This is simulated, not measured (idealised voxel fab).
Title: Process Module voxel transistor to metal
The cross-section shown here is cut; it is 280 nm wide and divided into square cells measuring 5 nm on a side.
Square cells in a grid make up a cross-section in this document, and the grid is given as bands, listed from the top down, each one or more rows of cells. Top height, bottom height, nm. Materials left to right, width each, nm. Single material + "all across" = fills band edge to edge. "air" = empty. Height datum 0, below which the as-received substrate wafer is one material. Lowest band open at the bottom, running downward: "from 0 down". A width given as "30 to 40" starts at the first number in the band's top row and ends at the second number in its bottom row, shifting by an equal amount at every step from row to row. You'll sometimes find "same as before" written for a step, and that's the way of saying that nowhere in the cross-section did a cell change during that step. Entry "Sealed cavities" = empty spaces >= 8 cells with no open way to the top; each as width x height at distance, distance from left edge, all nm. On each step's line, the part that comes after the settings is the simulator's own comment on the step. A step's line can hold "overlay nm"; with a mask on that step, the setting says how far right of the planned place the mask lay, while a negative setting says it lay to the left.
PLANNED PROCESS STEPS
1 RECEIVE (material Si)
2 OXIDIZE (depth nm 5)
3 CONFORMAL_DEP (material SiN; thk nm 10)
4 MASKED_ETCH (tone cover; mask id ACTIVE; width nm 110; pitch nm 130; etch materials SiN; depth nm 10; overlay nm 0)
5 MASKED_ETCH (tone cover; mask id ACTIVE; width nm 110; pitch nm 130; etch materials SiO2; depth nm 5; overlay nm 0)
6 MASKED_ETCH (tone cover; mask id ACTIVE; width nm 110; pitch nm 130; etch materials Si; depth nm 35; overlay nm 0)
7 FILL_DEP (material SiO2; thk nm 5)
8 CMP (height nm 10)
9 SELECTIVE_ETCH (etch materials SiO2; depth nm 5)
10 STRIP (etch materials SiN)
11 SELECTIVE_ETCH (etch materials SiO2; depth nm 5)
12 OXIDIZE (depth nm 5)
13 DIRECTIONAL_DEP (material polySi; thk nm 20)
14 DIRECTIONAL_DEP (material SiCN; thk nm 15)
15 DIRECTIONAL_DEP (material aC; thk nm 10)
16 PATTERN (tone cover; mask id GATE; material resist; width nm 20; pitch nm 130; thk nm 30; overlay nm 0)
17 DIRECTIONAL_ETCH (etch materials aC; depth nm 10)
18 STRIP (etch materials resist)
19 DIRECTIONAL_ETCH (etch materials SiCN; depth nm 25)
20 DIRECTIONAL_ETCH (etch materials polySi; depth nm 30)
21 STRIP (etch materials aC)
22 CONFORMAL_DEP (material SiO2; thk nm 5)
23 DIRECTIONAL_ETCH (etch materials SiO2; depth nm 5)
24 CONFORMAL_DEP (material SiN; thk nm 5)
25 DIRECTIONAL_ETCH (etch materials SiN; depth nm 5)
26 DIRECTIONAL_ETCH (etch materials SiO2; depth nm 5)
27 DIRECTIONAL_ETCH (etch materials Si; depth nm 15)
28 EPI (material SiGe; thk nm 15)
29 FILL_DEP (material SiO2; thk nm 10)
30 CMP (height nm 30)
31 DIRECTIONAL_DEP (material SiO2; thk nm 15)
32 MASKED_ETCH (tone open; mask id CONTACT; width nm 15; etch materials SiO2; depth nm 40; overlay nm 0)
33 CONFORMAL_DEP (material TiN; thk nm 5)
34 FILL_DEP (material Ru; thk nm 5)
35 CMP (height nm 45)
36 CONFORMAL_DEP (material SiN; thk nm 5)
37 DIRECTIONAL_DEP (material lowk; thk nm 15)
38 PATTERN (tone open; mask id METAL_1; material resist; width nm 15; thk nm 15; overlay nm 0)
39 DIRECTIONAL_ETCH (etch materials lowk; depth nm 15)
40 DIRECTIONAL_ETCH (etch materials SiN; depth nm 5)
41 STRIP (etch materials resist)
42 CONFORMAL_DEP (material TiN; thk nm 5)
43 FILL_DEP (material W; thk nm 5)
44 CMP (height nm 65)
45 EPI (material Ru; thk nm 5)
46 FILL_DEP (material SiCN; thk nm 5)
RECEIVED-STATE CROSS-SECTION, REFLECTING COMPLETION OF STEP 1
from 0 down  Si all across
Sealed cavities: none
CROSS-SECTION, FIRST OF TWO WAFERS, END OF MODULE, RUN AS PLANNED
from 75 to 70  SiCN all across
from 70 to 65  SiCN 25 nm, then Ru 25 nm, then SiCN 50 nm, then Ru 25 nm, then SiCN 30 nm, then Ru 25 nm, then SiCN 50 nm, then Ru 25 nm, then SiCN 25 nm
from 65 to 50  lowk 30 nm, then TiN 5 nm, then W 5 nm, then TiN 5 nm, then lowk 60 nm, then TiN 5 nm, then W 5 nm, then TiN 5 nm, then lowk 40 nm, then TiN 5 nm, then W 5 nm, then TiN 5 nm, then lowk 60 nm, then TiN 5 nm, then W 5 nm, then TiN 5 nm, then lowk 30 nm
from 50 to 45  SiN 30 nm, then TiN 15 nm, then SiN 60 nm, then TiN 15 nm, then SiN 40 nm, then TiN 15 nm, then SiN 60 nm, then TiN 15 nm, then SiN 30 nm
from 45 to 30  SiO2 30 nm, then TiN 5 nm, then Ru 5 nm, then TiN 5 nm, then SiO2 60 nm, then TiN 5 nm, then Ru 5 nm, then TiN 5 nm, then SiO2 40 nm, then TiN 5 nm, then Ru 5 nm, then TiN 5 nm, then SiO2 60 nm, then TiN 5 nm, then Ru 5 nm, then TiN 5 nm, then SiO2 30 nm
from 30 to 15  SiO2 30 nm, then TiN 5 nm, then Ru 5 nm, then TiN 5 nm, then SiO2 10 nm, then SiN 5 nm, then SiO2 5 nm, then SiCN 20 nm, then SiO2 5 nm, then SiN 5 nm, then SiO2 10 nm, then TiN 5 nm, then Ru 5 nm, then TiN 5 nm, then SiO2 40 nm, then TiN 5 nm, then Ru 5 nm, then TiN 5 nm, then SiO2 10 nm, then SiN 5 nm, then SiO2 5 nm, then SiCN 20 nm, then SiO2 5 nm, then SiN 5 nm, then SiO2 10 nm, then TiN 5 nm, then Ru 5 nm, then TiN 5 nm, then SiO2 30 nm
from 15 to 10  SiO2 30 nm, then TiN 5 nm, then Ru 5 nm, then TiN 5 nm, then SiO2 10 nm, then SiN 5 nm, then SiO2 5 nm, then polySi 20 nm, then SiO2 5 nm, then SiN 5 nm, then SiO2 10 nm, then TiN 5 nm, then Ru 5 nm, then TiN 5 nm, then SiO2 40 nm, then TiN 5 nm, then Ru 5 nm, then TiN 5 nm, then SiO2 10 nm, then SiN 5 nm, then SiO2 5 nm, then polySi 20 nm, then SiO2 5 nm, then SiN 5 nm, then SiO2 10 nm, then TiN 5 nm, then Ru 5 nm, then TiN 5 nm, then SiO2 30 nm
from 10 to 5  SiO2 30 nm, then TiN 15 nm, then SiO2 10 nm, then SiN 5 nm, then SiO2 5 nm, then polySi 20 nm, then SiO2 5 nm, then SiN 5 nm, then SiO2 10 nm, then TiN 15 nm, then SiO2 40 nm, then TiN 15 nm, then SiO2 10 nm, then SiN 5 nm, then SiO2 5 nm, then polySi 20 nm, then SiO2 5 nm, then SiN 5 nm, then SiO2 10 nm, then TiN 15 nm, then SiO2 30 nm
from 5 to 0  SiO2 20 nm, then SiGe 35 nm, then SiN 5 nm, then SiO2 5 nm, then polySi 20 nm, then SiO2 5 nm, then SiN 5 nm, then SiGe 35 nm, then SiO2 20 nm, then SiGe 35 nm, then SiN 5 nm, then SiO2 5 nm, then polySi 20 nm, then SiO2 5 nm, then SiN 5 nm, then SiGe 35 nm, then SiO2 20 nm
from 0 to -5  SiO2 20 nm, then SiN 5 nm, then SiGe 30 nm, then SiN 5 nm, then SiO2 5 nm, then polySi 20 nm, then SiO2 5 nm, then SiN 5 nm, then SiGe 30 nm, then SiN 5 nm, then SiO2 20 nm, then SiN 5 nm, then SiGe 30 nm, then SiN 5 nm, then SiO2 5 nm, then polySi 20 nm, then SiO2 5 nm, then SiN 5 nm, then SiGe 30 nm, then SiN 5 nm, then SiO2 20 nm
from -5 to -10  SiO2 25 nm, then SiGe 30 nm, then SiO2 40 nm, then SiGe 30 nm, then SiO2 30 nm, then SiGe 30 nm, then SiO2 40 nm, then SiGe 30 nm, then SiO2 25 nm
from -10 to -25  SiO2 20 nm, then Si 5 nm, then SiGe 30 nm, then Si 40 nm, then SiGe 30 nm, then Si 5 nm, then SiO2 20 nm, then Si 5 nm, then SiGe 30 nm, then Si 40 nm, then SiGe 30 nm, then Si 5 nm, then SiO2 20 nm
from -25 to -40  SiO2 20 nm, then Si 110 nm, then SiO2 20 nm, then Si 110 nm, then SiO2 20 nm
from -40 down  Si all across
Sealed cavities: none
MODULE END: CROSS-SECTION OF WAFER TWO OF TWO. SAME START AND PROCESS PLAN AS THE FIRST WAFER. ONE MISTAKE DURING EXECUTION
from 75 to 70  SiCN all across
from 70 to 65  SiCN 25 nm, then Ru 25 nm, then SiCN 50 nm, then Ru 25 nm, then SiCN 30 nm, then Ru 25 nm, then SiCN 50 nm, then Ru 25 nm, then SiCN 25 nm
from 65 to 50  lowk 30 nm, then TiN 5 nm, then W 5 nm, then TiN 5 nm, then lowk 60 nm, then TiN 5 nm, then W 5 nm, then TiN 5 nm, then lowk 40 nm, then TiN 5 nm, then W 5 nm, then TiN 5 nm, then lowk 60 nm, then TiN 5 nm, then W 5 nm, then TiN 5 nm, then lowk 30 nm
from 50 to 45  SiN 30 nm, then TiN 15 nm, then SiN 60 nm, then TiN 15 nm, then SiN 40 nm, then TiN 15 nm, then SiN 60 nm, then TiN 15 nm, then SiN 30 nm
from 45 to 30  SiO2 30 nm, then TiN 5 nm, then Ru 5 nm, then TiN 5 nm, then SiO2 60 nm, then TiN 5 nm, then Ru 5 nm, then TiN 5 nm, then SiO2 40 nm, then TiN 5 nm, then Ru 5 nm, then TiN 5 nm, then SiO2 60 nm, then TiN 5 nm, then Ru 5 nm, then TiN 5 nm, then SiO2 30 nm
from 30 to 15  SiO2 30 nm, then TiN 5 nm, then Ru 5 nm, then TiN 5 nm, then SiO2 10 nm, then SiN 5 nm, then SiO2 5 nm, then SiCN 20 nm, then SiO2 5 nm, then SiN 5 nm, then SiO2 10 nm, then TiN 5 nm, then Ru 5 nm, then TiN 5 nm, then SiO2 40 nm, then TiN 5 nm, then Ru 5 nm, then TiN 5 nm, then SiO2 10 nm, then SiN 5 nm, then SiO2 5 nm, then SiCN 20 nm, then SiO2 5 nm, then SiN 5 nm, then SiO2 10 nm, then TiN 5 nm, then Ru 5 nm, then TiN 5 nm, then SiO2 30 nm
from 15 to 10  SiO2 30 nm, then TiN 5 nm, then Ru 5 nm, then TiN 5 nm, then SiO2 10 nm, then SiN 5 nm, then SiO2 5 nm, then polySi 20 nm, then SiO2 5 nm, then SiN 5 nm, then SiO2 10 nm, then TiN 5 nm, then Ru 5 nm, then TiN 5 nm, then SiO2 40 nm, then TiN 5 nm, then Ru 5 nm, then TiN 5 nm, then SiO2 10 nm, then SiN 5 nm, then SiO2 5 nm, then polySi 20 nm, then SiO2 5 nm, then SiN 5 nm, then SiO2 10 nm, then TiN 5 nm, then Ru 5 nm, then TiN 5 nm, then SiO2 30 nm
from 10 to 5  SiO2 30 nm, then TiN 15 nm, then SiO2 10 nm, then SiN 5 nm, then SiO2 5 nm, then polySi 20 nm, then SiO2 5 nm, then SiN 5 nm, then SiO2 10 nm, then TiN 15 nm, then SiO2 40 nm, then TiN 15 nm, then SiO2 10 nm, then SiN 5 nm, then SiO2 5 nm, then polySi 20 nm, then SiO2 5 nm, then SiN 5 nm, then SiO2 10 nm, then TiN 15 nm, then SiO2 30 nm
from 5 to 0  SiO2 40 nm, then SiGe 15 nm, then SiN 5 nm, then SiO2 5 nm, then polySi 20 nm, then SiO2 5 nm, then SiN 5 nm, then SiGe 15 nm, then SiO2 60 nm, then SiGe 15 nm, then SiN 5 nm, then SiO2 5 nm, then polySi 20 nm, then SiO2 5 nm, then SiN 5 nm, then SiGe 15 nm, then SiO2 40 nm
from 0 to -5  SiO2 15 nm, then SiN 5 nm, then SiGe 35 nm, then SiN 5 nm, then SiO2 5 nm, then polySi 20 nm, then SiO2 5 nm, then SiN 5 nm, then SiGe 40 nm, then SiO2 10 nm, then SiGe 40 nm, then SiN 5 nm, then SiO2 5 nm, then polySi 20 nm, then SiO2 5 nm, then SiN 5 nm, then SiGe 35 nm, then SiN 5 nm, then SiO2 15 nm
from -5 to -10  SiO2 20 nm, then SiGe 35 nm, then SiO2 40 nm, then SiGe 40 nm, then SiN 10 nm, then SiGe 40 nm, then SiO2 40 nm, then SiGe 35 nm, then SiO2 20 nm
from -10 to -15  SiO2 25 nm, then SiGe 30 nm, then Si 40 nm, then SiGe 30 nm, then SiO2 30 nm, then SiGe 30 nm, then Si 40 nm, then SiGe 30 nm, then SiO2 25 nm
from -15 to -25  SiO2 20 nm, then Si 5 nm, then SiGe 30 nm, then Si 40 nm, then SiGe 30 nm, then Si 5 nm, then SiO2 20 nm, then Si 5 nm, then SiGe 30 nm, then Si 40 nm, then SiGe 30 nm, then Si 5 nm, then SiO2 20 nm
from -25 to -40  SiO2 20 nm, then Si 110 nm, then SiO2 20 nm, then Si 110 nm, then SiO2 20 nm
from -40 down  Si all across
Sealed cavities: none
Nonconformance to the process plan: it was found that steps 9 and 10 of the process plan had been performed in exchanged positions
Upon completion, the second wafer contains, in terms of cells, a greater or smaller amount of certain materials than the first wafer: Si -4; SiGe -4; SiO2 +8
